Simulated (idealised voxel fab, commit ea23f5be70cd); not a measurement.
process module | voxel self aligned contacts
cross-section cut | 240 nm wide | cells 5 nm
A cross-section is a grid of square cells, given in bands from the top down. A band is one or more rows of cells.
Each band's line starts with the height of the band's top and of its bottom, in nm. Then come its materials from left to right, each with its width in nm. One material with "throughout" fills the band from edge to edge. "air" is empty space.
Height 0 is the level under which the wafer as received is all one material. The lowest band goes on downwards, as in "0 down".
A width such as "30 to 40" changes by the same amount from each row of cells to the next, from the band's top row to its bottom row.
"no change" after a step means that no cell of the cross-section changed.
closed voids: empty space of 8 cells or more with no open way to the top, each as width x height at its distance from the left edge, in nm
after a step's settings: what the simulator itself notes on the step
overlay nm, on a step with a mask: how far to the right of its planned place the mask lay; to the left if negative
plan
1 op RECEIVE | material Si
2 op CONFORMAL_DEP | material SiO2 | thk nm 5
3 op DIRECTIONAL_DEP | material polySi | thk nm 25
4 op DIRECTIONAL_DEP | material SiN | thk nm 20
5 op DIRECTIONAL_DEP | material aC | thk nm 15
6 op PATTERN | tone cover | mask id GATE | material resist | width nm 35 | pitch nm 60 | thk nm 30 | overlay nm 0
7 op DIRECTIONAL_ETCH | etch materials aC | depth nm 15
8 op STRIP | etch materials resist
9 op DIRECTIONAL_ETCH | etch materials SiN | depth nm 20
10 op DIRECTIONAL_ETCH | etch materials polySi | depth nm 25
11 op STRIP | etch materials aC
12 op CONFORMAL_DEP | material SiN | thk nm 5
13 op DIRECTIONAL_ETCH | etch materials SiN | depth nm 5
14 op FILL_DEP | material SiO2 | thk nm 15
15 op CMP | height nm 55
16 op PATTERN | tone open | mask id CONTACT | material resist | width nm 45 | thk nm 15 | overlay nm -15
17 op DIRECTIONAL_ETCH | etch materials SiO2 | depth nm 55
18 op STRIP | etch materials resist
19 op CONFORMAL_DEP | material TiN | thk nm 5
20 op FILL_DEP | material W | thk nm 5
21 op CMP | height nm 55
22 op CONFORMAL_DEP | material SiN | thk nm 5
varied across the wafers: overlay nm of step 16. The plan shows the first wafer's value. All wafers start alike
first wafer as received, after step 1
  0 down: Si throughout
  closed voids: none
first wafer at the end, after step 22
  60 to 55: SiN throughout
  55 to 50: SiO2 80 | TiN 35 | W 5 | TiN 5 | SiO2 115
  50 to 30: SiO2 65 | SiN 45 | TiN 5 | W 5 | TiN 5 | SiN 45 | SiO2 70
  30 to 5: SiO2 65 | SiN 5 | polySi 35 | SiN 5 | TiN 5 | W 5 | TiN 5 | SiN 5 | polySi 35 | SiN 5 | SiO2 70
  5 to 0: SiO2 110 | TiN 15 | SiO2 115
  0 down: Si throughout
  closed voids: none
last wafer at the end
  60 to 55: SiN throughout
  55 to 50: SiO2 110 | TiN 5 | W 5 | TiN 35 | SiO2 85
  50 to 30: SiO2 65 | SiN 45 | TiN 5 | W 5 | TiN 5 | SiN 45 | SiO2 70
  30 to 5: SiO2 65 | SiN 5 | polySi 35 | SiN 5 | TiN 5 | W 5 | TiN 5 | SiN 5 | polySi 35 | SiN 5 | SiO2 70
  5 to 0: SiO2 110 | TiN 15 | SiO2 115
  0 down: Si throughout
  closed voids: none
each wafer at the end: cells of each material gained (+) or lost (-) since it was received, then its closed voids
overlay nm -15 | +140 SiN | +327 SiO2 | +29 TiN | +10 W | +70 polySi | closed voids: none
overlay nm -10 | +140 SiN | +327 SiO2 | +29 TiN | +10 W | +70 polySi | closed voids: none
overlay nm -5 | +140 SiN | +327 SiO2 | +29 TiN | +10 W | +70 polySi | closed voids: none
overlay nm 0 | +140 SiN | +327 SiO2 | +29 TiN | +10 W | +70 polySi | closed voids: none
overlay nm 5 | +140 SiN | +327 SiO2 | +29 TiN | +10 W | +70 polySi | closed voids: none
overlay nm 10 | +140 SiN | +327 SiO2 | +29 TiN | +10 W | +70 polySi | closed voids: none
overlay nm 15 | +140 SiN | +327 SiO2 | +29 TiN | +10 W | +70 polySi | closed voids: none
